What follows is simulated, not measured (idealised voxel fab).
voxel self aligned vias: a process module
The cross-section shown here is cut; it is 295 nm wide and divided into square cells measuring 5 nm on a side.
Reading order for cross-sections: top band down to bottom band. Underlying form: a grid of square cells. Band size: one or more rows of cells. Read a band's entry like this: the first values are the height of its top and the height of its bottom in nm, and what follows is the sequence of materials from left to right, each with its width in nm. Note that "empty" is empty space, and that a single material marked "full width" reaches across the band from edge to edge. Height is counted from the level 0, under which the received wafer is composed throughout of one material. The lowest of the bands is not closed at the bottom but continues downward, in the notation "0 down". Top row gets the first number, bottom row gets the second, and each row in between changes by the same step: that is how a band width like "30 to 40" works. When a step is marked "nothing changed", none of the cells in the cross-section changed during that step. So "Closed void list" is basically the list of trapped voids: any empty space of 8 cells or more that can't reach the top through an opening. They're written width x height at distance, the distance being from the left edge, and it's all nm. Text after the settings on a step's line: the simulator's own remark on that step. overlay nm: step with mask; distance mask lay right of planned place; negative value = left of planned place.

### Process steps foreseen in the plan
1) RECEIVE,material Si
2) CONFORMAL_DEP,material SiO2,thk nm 15
3) CONFORMAL_DEP,material SiCN,thk nm 5
4) DIRECTIONAL_DEP,material SiO2,thk nm 30
5) PATTERN,tone open,mask id LINES,material resist,width nm 25,pitch nm 60,thk nm 20,overlay nm 0
6) DIRECTIONAL_ETCH,etch materials SiO2,depth nm 30
7) STRIP,etch materials resist
8) CONFORMAL_DEP,material TiN,thk nm 5
9) FILL_DEP,material W,thk nm 10
10) CMP,height nm 50
11) SELECTIVE_ETCH,etch materials W Ru TiN,depth nm 5
12) FILL_DEP,material SiN,thk nm 10
13) CMP,height nm 50
14) DIRECTIONAL_DEP,material SiO2,thk nm 15
15) DIRECTIONAL_DEP,material aC,thk nm 15
16) PATTERN,tone open,mask id VIAS,material resist,width nm 35,pitch nm 60,thk nm 30,overlay nm 0
17) DIRECTIONAL_ETCH,etch materials aC,depth nm 15
18) STRIP,etch materials resist
19) DIRECTIONAL_ETCH,etch materials SiO2,depth nm 15
20) DIRECTIONAL_ETCH,etch materials SiN,depth nm 5
21) STRIP,etch materials aC
22) CONFORMAL_DEP,material TiN,thk nm 5
23) FILL_DEP,material Cu,thk nm 10
24) CMP,height nm 65
25) CONFORMAL_DEP,material SiN,thk nm 5

### Cross-sectional view of the wafer in its as-received condition, corresponding to the state after step 1
0 down  Si full width
Closed void list: none

### first wafer at the end, as planned
70 to 65  SiN full width
65 to 55  70 nm SiO2 | 5 nm TiN | 25 nm Cu | 5 nm TiN | 25 nm SiO2 | 5 nm TiN | 25 nm Cu | 5 nm TiN | 25 nm SiO2 | 5 nm TiN | 25 nm Cu | 5 nm TiN | 70 nm SiO2
55 to 50  70 nm SiO2 | 10 nm TiN | 15 nm Cu | 10 nm TiN | 25 nm SiO2 | 10 nm TiN | 15 nm Cu | 10 nm TiN | 25 nm SiO2 | 10 nm TiN | 15 nm Cu | 10 nm TiN | 70 nm SiO2
50 to 45  75 nm SiO2 | 25 nm TiN | 35 nm SiO2 | 25 nm TiN | 35 nm SiO2 | 25 nm TiN | 75 nm SiO2
45 to 25  75 nm SiO2 | 5 nm TiN | 15 nm W | 5 nm TiN | 35 nm SiO2 | 5 nm TiN | 15 nm W | 5 nm TiN | 35 nm SiO2 | 5 nm TiN | 15 nm W | 5 nm TiN | 75 nm SiO2
25 to 20  75 nm SiO2 | 25 nm TiN | 35 nm SiO2 | 25 nm TiN | 35 nm SiO2 | 25 nm TiN | 75 nm SiO2
20 to 15  SiCN full width
15 to 0  SiO2 full width
0 down  Si full width
Closed void list: none

### End of module, second wafer, cross-section. Started like the first, planned like the first, run with one mistake
70 to 65  SiN full width
65 to 55  70 nm SiO2 | 5 nm TiN | 25 nm Cu | 5 nm TiN | 25 nm SiO2 | 5 nm TiN | 25 nm Cu | 5 nm TiN | 25 nm SiO2 | 5 nm TiN | 25 nm Cu | 5 nm TiN | 70 nm SiO2
55 to 50  70 nm SiO2 | 10 nm TiN | 15 nm Cu | 10 nm TiN | 25 nm SiO2 | 10 nm TiN | 15 nm Cu | 10 nm TiN | 25 nm SiO2 | 10 nm TiN | 15 nm Cu | 10 nm TiN | 70 nm SiO2
50 to 45  75 nm SiO2 | 25 nm TiN | 35 nm SiO2 | 25 nm TiN | 35 nm SiO2 | 25 nm TiN | 75 nm SiO2
45 to 25  75 nm SiO2 | 5 nm TiN | 15 nm W | 5 nm TiN | 35 nm SiO2 | 5 nm TiN | 15 nm W | 5 nm TiN | 35 nm SiO2 | 5 nm TiN | 15 nm W | 5 nm TiN | 75 nm SiO2
25 to 20  75 nm SiO2 | 25 nm TiN | 35 nm SiO2 | 25 nm TiN | 35 nm SiO2 | 25 nm TiN | 75 nm SiO2
20 to 5  SiO2 full width
5 to 0  SiCN full width
0 down  Si full width
Closed void list: none
What was done differently from what was planned? deviation from plan: step 3 and step 2 executed in one another's positions
In the final comparison it is observed that the number of cells assigned to each material is identical for the two wafers, whereas their placement is not.
